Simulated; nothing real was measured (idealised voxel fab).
The name of this process module is voxel capacitor over wiring.
We display cut, a cross-section 210 nm in width whose square cells are each 5 nm.
Cross-section format: a grid of square cells, given as bands from top to bottom; each band is one or more rows of cells. First you get the band's top height and its bottom height, in nm, and then the materials it's made of, left to right, with each width in nm. If you see a single material with "full width", that one covers the band edge to edge. "blank" is empty space. Zero point of the height axis is 0; under it, received wafer = one material. Lowest band: continues down indefinitely, "0 down". So if you see something like "30 to 40" for the width, read it as the top row of the band sitting at the first number and the bottom row at the second, with every row in between moving by the same amount as the last. Step note "stayed the same" = no cross-section cell changed. Basically, "Enclosed void list" tells you about the enclosed voids: empty spaces with no open way to the top, 8 cells or bigger, each written width x height at distance, where distance is from the left edge, all in nm. That trailing text on a step's line, after the settings, is the simulator's own remark on the step. overlay nm: where the mask lay relative to plan, measured to the right, on steps with a mask; negatives go left.

# List of planned process steps
1: RECEIVE [material Si]
2: CONFORMAL_DEP [material SiO2] [thk nm 15]
3: DIRECTIONAL_DEP [material TiN] [thk nm 5]
4: DIRECTIONAL_DEP [material W] [thk nm 25]
5: MASKED_ETCH [tone cover] [mask id METAL_1] [width nm 20] [pitch nm 80] [etch materials W] [depth nm 25] [overlay nm 0]
6: MASKED_ETCH [tone cover] [mask id METAL_1] [width nm 20] [pitch nm 80] [etch materials TiN] [depth nm 5] [overlay nm 0]
7: CONFORMAL_DEP [material SiN] [thk nm 5]
8: FILL_DEP [material lowk] [thk nm 5]
9: CMP [height nm 45]
10: CONFORMAL_DEP [material SiCN] [thk nm 5]
11: DIRECTIONAL_DEP [material SiO2] [thk nm 10]
12: MASKED_ETCH [tone open] [mask id PLUG_1] [width nm 15] [etch materials SiO2] [depth nm 10] [overlay nm 0]
13: MASKED_ETCH [tone open] [mask id PLUG_1] [width nm 15] [etch materials SiCN] [depth nm 5] [overlay nm 0]
14: CONFORMAL_DEP [material TiN] [thk nm 5]
15: FILL_DEP [material Cu] [thk nm 5]
16: CMP [height nm 60]
17: DIRECTIONAL_DEP [material TiN] [thk nm 5]
18: DIRECTIONAL_DEP [material Al2O3] [thk nm 5]
19: DIRECTIONAL_DEP [material TiN] [thk nm 10]
20: DIRECTIONAL_DEP [material aC] [thk nm 10]
21: PATTERN [tone cover] [mask id UPPER_PLATE] [material resist] [width nm 65] [thk nm 25] [overlay nm 0]
22: DIRECTIONAL_ETCH [etch materials aC] [depth nm 10]
23: STRIP [etch materials resist]
24: DIRECTIONAL_ETCH [etch materials TiN] [depth nm 10]
25: DIRECTIONAL_ETCH [etch materials Al2O3] [depth nm 5]
26: STRIP [etch materials aC]
27: DIRECTIONAL_DEP [material aC] [thk nm 10]
28: PATTERN [tone cover] [mask id LOWER_PLATE] [material resist] [width nm 75] [thk nm 30] [overlay nm 0]
29: DIRECTIONAL_ETCH [etch materials aC] [depth nm 10]
30: STRIP [etch materials resist]
31: DIRECTIONAL_ETCH [etch materials TiN] [depth nm 5]
32: STRIP [etch materials aC]
33: FILL_DEP [material SiO2] [thk nm 20]
34: CMP [height nm 95]
35: MASKED_ETCH [tone open] [mask id PLUG_2] [width nm 15] [etch materials SiO2] [depth nm 15] [overlay nm 0]
36: CONFORMAL_DEP [material TiN] [thk nm 5]
37: FILL_DEP [material Ru] [thk nm 5]
38: CMP [height nm 95]
39: CONFORMAL_DEP [material SiCN] [thk nm 5]

# First of the two wafers, run per plan

# Received-state cross-section, reflecting completion of step 1
> 0 down | Si full width
> Enclosed void list: none

# How the wafer stands in section after step 2
> 15 to 0 | SiO2 full width
> Beneath the level 0, the cross-section is identical to its previous state.

# How the wafer stands in section after step 3
> 20 to 15 | TiN full width
> Beneath the level 15, the cross-section is identical to its previous state.

# How the wafer stands in section after step 4
> 45 to 20 | W full width
> Beneath the level 20, the cross-section is identical to its previous state.

# How the wafer stands in section after step 5
> 45 to 20 | 55 blank; 20 W; 60 blank; 20 W; 55 blank
> Beneath the level 20, the cross-section is identical to its previous state.

# How the wafer stands in section after step 6
> 45 to 20 | 55 blank; 20 W; 60 blank; 20 W; 55 blank
> 20 to 15 | 55 blank; 20 TiN; 60 blank; 20 TiN; 55 blank
> Beneath the level 15, the cross-section is identical to its previous state.

# How the wafer stands in section after step 7
> 50 to 45 | 50 blank; 30 SiN; 50 blank; 30 SiN; 50 blank
> 45 to 20 | 50 blank; 5 SiN; 20 W; 5 SiN; 50 blank; 5 SiN; 20 W; 5 SiN; 50 blank
> 20 to 15 | 55 SiN; 20 TiN; 60 SiN; 20 TiN; 55 SiN
> Beneath the level 15, the cross-section is identical to its previous state.

# How the wafer stands in section after step 8
> 55 to 50 | lowk full width
> 50 to 45 | 50 lowk; 30 SiN; 50 lowk; 30 SiN; 50 lowk
> 45 to 20 | 50 lowk; 5 SiN; 20 W; 5 SiN; 50 lowk; 5 SiN; 20 W; 5 SiN; 50 lowk
> Beneath the level 20, the cross-section is identical to its previous state.

# How the wafer stands in section after step 9
> 45 to 20 | 50 lowk; 5 SiN; 20 W; 5 SiN; 50 lowk; 5 SiN; 20 W; 5 SiN; 50 lowk
> Beneath the level 20, the cross-section is identical to its previous state.

# How the wafer stands in section after step 10
> 50 to 45 | SiCN full width
> Beneath the level 45, the cross-section is identical to its previous state.

# How the wafer stands in section after step 11
> 60 to 50 | SiO2 full width
> Beneath the level 50, the cross-section is identical to its previous state.

# How the wafer stands in section after step 12
> 60 to 50 | 60 SiO2; 15 blank; 135 SiO2
> Beneath the level 50, the cross-section is identical to its previous state.

# How the wafer stands in section after step 13
> 60 to 50 | 60 SiO2; 15 blank; 135 SiO2
> 50 to 45 | 60 SiCN; 15 blank; 135 SiCN
> Beneath the level 45, the cross-section is identical to its previous state.

# How the wafer stands in section after step 14
> 65 to 60 | 65 TiN; 5 blank; 140 TiN
> 60 to 50 | 60 SiO2; 5 TiN; 5 blank; 5 TiN; 135 SiO2
> 50 to 45 | 60 SiCN; 15 TiN; 135 SiCN
> Beneath the level 45, the cross-section is identical to its previous state.

# How the wafer stands in section after step 15
> 70 to 65 | Cu full width
> 65 to 60 | 65 TiN; 5 Cu; 140 TiN
> 60 to 50 | 60 SiO2; 5 TiN; 5 Cu; 5 TiN; 135 SiO2
> Beneath the level 50, the cross-section is identical to its previous state.

# How the wafer stands in section after step 16
> 60 to 50 | 60 SiO2; 5 TiN; 5 Cu; 5 TiN; 135 SiO2
> Beneath the level 50, the cross-section is identical to its previous state.

# How the wafer stands in section after step 17
> 65 to 60 | TiN full width
> Beneath the level 60, the cross-section is identical to its previous state.

# How the wafer stands in section after step 18
> 70 to 65 | Al2O3 full width
> Beneath the level 65, the cross-section is identical to its previous state.

# How the wafer stands in section after step 19
> 80 to 70 | TiN full width
> Beneath the level 70, the cross-section is identical to its previous state.

# How the wafer stands in section after step 20
> 90 to 80 | aC full width
> Beneath the level 80, the cross-section is identical to its previous state.

# How the wafer stands in section after step 21
> 115 to 90 | 60 blank; 65 resist; 85 blank
> Beneath the level 90, the cross-section is identical to its previous state.

# How the wafer stands in section after step 22
> 105 to 90 | 60 blank; 65 resist; 85 blank
> 90 to 80 | 60 blank; 65 aC; 85 blank
> Beneath the level 80, the cross-section is identical to its previous state.

# How the wafer stands in section after step 23
> 90 to 80 | 60 blank; 65 aC; 85 blank
> Beneath the level 80, the cross-section is identical to its previous state.

# How the wafer stands in section after step 24
> 90 to 80 | 60 blank; 65 aC; 85 blank
> 80 to 70 | 60 blank; 65 TiN; 85 blank
> Beneath the level 70, the cross-section is identical to its previous state.

# How the wafer stands in section after step 25
> 90 to 80 | 60 blank; 65 aC; 85 blank
> 80 to 70 | 60 blank; 65 TiN; 85 blank
> 70 to 65 | 60 blank; 65 Al2O3; 85 blank
> Beneath the level 65, the cross-section is identical to its previous state.

# How the wafer stands in section after step 26
> 80 to 70 | 60 blank; 65 TiN; 85 blank
> Beneath the level 70, the cross-section is identical to its previous state.

# How the wafer stands in section after step 27
> 90 to 80 | 60 blank; 65 aC; 85 blank
> 80 to 75 | 60 blank; 65 TiN; 85 blank
> 75 to 70 | 60 aC; 65 TiN; 85 aC
> 70 to 65 | 60 aC; 65 Al2O3; 85 aC
> Beneath the level 65, the cross-section is identical to its previous state.

# How the wafer stands in section after step 28
> 120 to 90 | 55 blank; 75 resist; 80 blank
> 90 to 80 | 55 blank; 5 resist; 65 aC; 5 resist; 80 blank
> 80 to 75 | 55 blank; 5 resist; 65 TiN; 5 resist; 80 blank
> Beneath the level 75, the cross-section is identical to its previous state.

# How the wafer stands in section after step 29
> 110 to 90 | 55 blank; 75 resist; 80 blank
> 90 to 80 | 55 blank; 5 resist; 65 aC; 5 resist; 80 blank
> 80 to 75 | 55 blank; 5 resist; 65 TiN; 5 resist; 80 blank
> 75 to 70 | 55 blank; 5 aC; 65 TiN; 5 aC; 80 blank
> 70 to 65 | 55 blank; 5 aC; 65 Al2O3; 5 aC; 80 blank
> Beneath the level 65, the cross-section is identical to its previous state.

# How the wafer stands in section after step 30
> 90 to 80 | 60 blank; 65 aC; 85 blank
> 80 to 75 | 60 blank; 65 TiN; 85 blank
> Beneath the level 75, the cross-section is identical to its previous state.

# How the wafer stands in section after step 31
> 90 to 80 | 60 blank; 65 aC; 85 blank
> 80 to 75 | 60 blank; 65 TiN; 85 blank
> 75 to 70 | 55 blank; 5 aC; 65 TiN; 5 aC; 80 blank
> 70 to 65 | 55 blank; 5 aC; 65 Al2O3; 5 aC; 80 blank
> 65 to 60 | 55 blank; 75 TiN; 80 blank
> Beneath the level 60, the cross-section is identical to its previous state.

# How the wafer stands in section after step 32
> 80 to 70 | 60 blank; 65 TiN; 85 blank
> 70 to 65 | 60 blank; 65 Al2O3; 85 blank
> Beneath the level 65, the cross-section is identical to its previous state.

# How the wafer stands in section after step 33
> 100 to 80 | SiO2 full width
> 80 to 70 | 60 SiO2; 65 TiN; 85 SiO2
> 70 to 65 | 60 SiO2; 65 Al2O3; 85 SiO2
> 65 to 60 | 55 SiO2; 75 TiN; 80 SiO2
> Beneath the level 60, the cross-section is identical to its previous state.

# How the wafer stands in section after step 34
> 95 to 80 | SiO2 full width
> Beneath the level 80, the cross-section is identical to its previous state.

# How the wafer stands in section after step 35
> 95 to 80 | 70 SiO2; 15 blank; 125 SiO2
> Beneath the level 80, the cross-section is identical to its previous state.

# How the wafer stands in section after step 36
> 100 to 95 | 75 TiN; 5 blank; 130 TiN
> 95 to 85 | 70 SiO2; 5 TiN; 5 blank; 5 TiN; 125 SiO2
> 85 to 80 | 70 SiO2; 15 TiN; 125 SiO2
> Beneath the level 80, the cross-section is identical to its previous state.

# How the wafer stands in section after step 37
> 105 to 100 | Ru full width
> 100 to 95 | 75 TiN; 5 Ru; 130 TiN
> 95 to 85 | 70 SiO2; 5 TiN; 5 Ru; 5 TiN; 125 SiO2
> Beneath the level 85, the cross-section is identical to its previous state.

# How the wafer stands in section after step 38
> 95 to 85 | 70 SiO2; 5 TiN; 5 Ru; 5 TiN; 125 SiO2
> Beneath the level 85, the cross-section is identical to its previous state.

# How the wafer stands in section after step 39
> 100 to 95 | SiCN full width
> Beneath the level 95, the cross-section is identical to its previous state.

# The second wafer: identical to the first at the outset and in its planned sequence, differing only in that one mistake was made during processing; up to and including step 17, its path is the first wafer's path

The second wafer in cross-section, at the planned close of step 18: stayed the same

# The second wafer in cross-section, at the planned close of step 19
> 75 to 60 | TiN full width
> Beneath the level 60, the cross-section is identical to its previous state.

# The second wafer in cross-section, at the planned close of step 20
> 85 to 75 | aC full width
> Beneath the level 75, the cross-section is identical to its previous state.

# The second wafer in cross-section, at the planned close of step 21
> 110 to 85 | 60 blank; 65 resist; 85 blank
> Beneath the level 85, the cross-section is identical to its previous state.

# The second wafer in cross-section, at the planned close of step 22
> 100 to 85 | 60 blank; 65 resist; 85 blank
> 85 to 75 | 60 blank; 65 aC; 85 blank
> Beneath the level 75, the cross-section is identical to its previous state.

# The second wafer in cross-section, at the planned close of step 23
> 85 to 75 | 60 blank; 65 aC; 85 blank
> Beneath the level 75, the cross-section is identical to its previous state.

# The second wafer in cross-section, at the planned close of step 24
> 85 to 75 | 60 blank; 65 aC; 85 blank
> 75 to 65 | 60 blank; 65 TiN; 85 blank
> Beneath the level 65, the cross-section is identical to its previous state.

The second wafer in cross-section, at the planned close of step 25: stayed the same

# The second wafer in cross-section, at the planned close of step 26
> 75 to 65 | 60 blank; 65 TiN; 85 blank
> Beneath the level 65, the cross-section is identical to its previous state.

# The second wafer in cross-section, at the planned close of step 27
> 85 to 75 | 60 blank; 65 aC; 85 blank
> 75 to 65 | 60 aC; 65 TiN; 85 aC
> Beneath the level 65, the cross-section is identical to its previous state.

# The second wafer in cross-section, at the planned close of step 28
> 115 to 85 | 55 blank; 75 resist; 80 blank
> 85 to 75 | 55 blank; 5 resist; 65 aC; 5 resist; 80 blank
> Beneath the level 75, the cross-section is identical to its previous state.

# The second wafer in cross-section, at the planned close of step 29
> 105 to 85 | 55 blank; 75 resist; 80 blank
> 85 to 75 | 55 blank; 5 resist; 65 aC; 5 resist; 80 blank
> 75 to 65 | 55 blank; 5 aC; 65 TiN; 5 aC; 80 blank
> Beneath the level 65, the cross-section is identical to its previous state.

# The second wafer in cross-section, at the planned close of step 30
> 85 to 75 | 60 blank; 65 aC; 85 blank
> Beneath the level 75, the cross-section is identical to its previous state.

# The second wafer in cross-section, at the planned close of step 31
> 85 to 75 | 60 blank; 65 aC; 85 blank
> 75 to 65 | 55 blank; 5 aC; 65 TiN; 5 aC; 80 blank
> 65 to 60 | 55 blank; 75 TiN; 80 blank
> Beneath the level 60, the cross-section is identical to its previous state.

# The second wafer in cross-section, at the planned close of step 32
> 75 to 65 | 60 blank; 65 TiN; 85 blank
> Beneath the level 65, the cross-section is identical to its previous state.

# The second wafer in cross-section, at the planned close of step 33
> 95 to 75 | SiO2 full width
> 75 to 65 | 60 SiO2; 65 TiN; 85 SiO2
> 65 to 60 | 55 SiO2; 75 TiN; 80 SiO2
> Beneath the level 60, the cross-section is identical to its previous state.

The second wafer in cross-section, at the planned close of step 34: stayed the same

# The second wafer in cross-section, at the planned close of step 35
> 95 to 80 | 70 SiO2; 15 blank; 125 SiO2
> Beneath the level 80, the cross-section is identical to its previous state.

# The second wafer in cross-section, at the planned close of step 36
> 100 to 95 | 75 TiN; 5 blank; 130 TiN
> 95 to 85 | 70 SiO2; 5 TiN; 5 blank; 5 TiN; 125 SiO2
> 85 to 80 | 70 SiO2; 15 TiN; 125 SiO2
> Beneath the level 80, the cross-section is identical to its previous state.

# The second wafer in cross-section, at the planned close of step 37
> 105 to 100 | Ru full width
> 100 to 95 | 75 TiN; 5 Ru; 130 TiN
> 95 to 85 | 70 SiO2; 5 TiN; 5 Ru; 5 TiN; 125 SiO2
> Beneath the level 85, the cross-section is identical to its previous state.

# The second wafer in cross-section, at the planned close of step 38
> 95 to 85 | 70 SiO2; 5 TiN; 5 Ru; 5 TiN; 125 SiO2
> Beneath the level 85, the cross-section is identical to its previous state.

# The second wafer in cross-section, at the planned close of step 39
> 100 to 95 | SiCN full width
> Beneath the level 95, the cross-section is identical to its previous state.
The mistake made against the process plan was this: step 18 of the plan never got run, it was skipped over
Materials where the second wafer ends with more or fewer cells than the first: -13 Al2O3; +13 SiO2
